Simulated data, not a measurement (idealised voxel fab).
This section sets out a process module, namely voxel self aligned contacts.
In the cross-section labelled cut, the width is 230 nm and each square cell is 5 nm.
Each cross-section below is a grid of square cells, stated as bands in top-down order, with one or more rows of cells making up each band.
Quick guide to a band line: top height, bottom height (nm) up front; then every material left to right with its width in nm. Only one material and it's marked "edge to edge"? Then it fills the band edge to edge. And "empty" just means empty space.
Heights are expressed relative to 0, this being the level below which the as-received wafer comprises one material exclusively. The lowest band is unbounded in the downward direction and is denoted as in "0 and below".
The width entry "30 to 40" should be interpreted row by row: the top row of cells in the band takes the first number, the bottom row takes the second number, and the change between adjacent rows is uniform throughout.
Where a step carries "remains unaltered", the cross-section came out of it unchanged, cell for cell.
Enclosed voids (no open way to top), threshold 8 cells or more, entry "Trapped cavities", notation width x height at distance, distance from left edge, nm.
after a step's settings: what the simulator itself notes on the step
Each step line may optionally specify "overlay nm", which for a step with a mask gives the rightward distance between the mask's planned place and where it lay, a negative value indicating the leftward direction.

These are the steps we planned for the process
step 1: RECEIVE [material Si]
step 2: CONFORMAL_DEP [material SiO2] [thk nm 5]
step 3: DIRECTIONAL_DEP [material polySi] [thk nm 20]
step 4: DIRECTIONAL_DEP [material SiN] [thk nm 15]
step 5: DIRECTIONAL_DEP [material aC] [thk nm 15]
step 6: PATTERN [tone cover] [mask id GATE] [material resist] [width nm 25] [pitch nm 50] [thk nm 30] [overlay nm 0]
step 7: DIRECTIONAL_ETCH [etch materials aC] [depth nm 15]
step 8: STRIP [etch materials resist]
step 9: DIRECTIONAL_ETCH [etch materials SiN] [depth nm 15]
step 10: DIRECTIONAL_ETCH [etch materials polySi] [depth nm 20]
step 11: STRIP [etch materials aC]
step 12: CONFORMAL_DEP [material SiN] [thk nm 5]
step 13: DIRECTIONAL_ETCH [etch materials SiN] [depth nm 5]
step 14: FILL_DEP [material SiO2] [thk nm 15]
step 15: CMP [height nm 50]
step 16: PATTERN [tone open] [mask id CONTACT] [material resist] [width nm 35] [thk nm 15] [overlay nm 0]
step 17: DIRECTIONAL_ETCH [etch materials SiO2] [depth nm 50]
step 18: STRIP [etch materials resist]
step 19: CONFORMAL_DEP [material TiN] [thk nm 5]
step 20: FILL_DEP [material Ru] [thk nm 10]
step 21: CMP [height nm 50]
step 22: CONFORMAL_DEP [material SiN] [thk nm 5]

Incoming wafer in cross-section (state: after step 1)
    0 and below = Si edge to edge
    Trapped cavities: none

Cross-section, end of module. Start: as above. Plan: as above. Execution: one mistake
    55 down to 50 = SiN edge to edge
    50 down to 40 = 95 nm SiO2  5 nm TiN  25 nm Ru  5 nm TiN  100 nm SiO2
    40 down to 35 = 95 nm SiO2  10 nm TiN  15 nm Ru  10 nm TiN  100 nm SiO2
    35 down to 25 = 75 nm SiO2  25 nm SiN  5 nm TiN  15 nm Ru  5 nm TiN  25 nm SiN  80 nm SiO2
    25 down to 5 = 75 nm SiO2  25 nm polySi  5 nm TiN  15 nm Ru  5 nm TiN  25 nm polySi  80 nm SiO2
    5 down to 0 = 100 nm SiO2  25 nm TiN  105 nm SiO2
    0 and below = Si edge to edge
    Trapped cavities: none
The plan and the run diverged here: plan step 12 was not performed, having been skipped
